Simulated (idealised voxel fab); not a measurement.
The document below concerns the process module designated voxel released beams.
Displayed cross-section: cut, width of 290 nm, square cells sized 5 nm.
Cross-section spec: square-cell grid; bands listed top down; each band is one or more rows. Each band's line starts with the height of the band's top and of its bottom, in nm. Then come its materials from left to right, each with its width in nm. One material with "everywhere" fills the band from edge to edge. "blank" is empty space. Convention: height 0 is the level below which the wafer, as received, is all one material. The lowest band does not terminate at the bottom but continues downward, represented as "0 -> down". A two-number width, for instance "30..40", indicates that the width is equal to the first number in the top row of the band and to the second number in the bottom row, and that it changes by a constant amount per row of cells. Step note "same as before" = no cross-section cell changed. Each empty space that has no open way to the top and spans at least 8 cells appears under "Unvented cavities" as width x height at distance, the distance counted from the left edge, all in nm. Past the settings on a step's line: simulator remark, on that step. overlay nm: where the mask lay relative to plan, measured to the right, on steps with a mask; negatives go left.
Process steps foreseen in the plan
1: RECEIVE,material Si
2: CONFORMAL_DEP,material SiN,thk nm 10
3: DIRECTIONAL_DEP,material SiO2,thk nm 10
4: PATTERN,tone open,mask id ANCHOR,material resist,width nm 45,thk nm 15,overlay nm 0
5: DIRECTIONAL_ETCH,etch materials SiO2,depth nm 10
6: STRIP,etch materials resist
7: CONFORMAL_DEP,material polySi,thk nm 15
8: MASKED_ETCH,tone cover,mask id BEAM,width nm 105,etch materials polySi,depth nm 15,overlay nm 0
9: STRIP,etch materials SiO2
Wafer at receipt (post step 1), cross-section
- 0 -> down: Si everywhere
- Unvented cavities: none
Cross-section at module end, one run error; start and plan unchanged from above
- 35 -> 25: blank 90 nm  polySi 20 nm  blank 15 nm  polySi 75 nm  blank 90 nm
- 25 -> 20: blank 90 nm  polySi 110 nm  blank 90 nm
- 20 -> 10: blank 95 nm  polySi 45 nm  blank 150 nm
- 10 -> 0: SiN everywhere
- 0 -> down: Si everywhere
- Unvented cavities: none
Which mistake was made when the wafer was run? so step 8 ended up running with a different setting than we planned, it ran as MASKED_ETCH,tone cover,mask id BEAM,width nm 110,etch materials polySi,depth nm 15,overlay nm 0
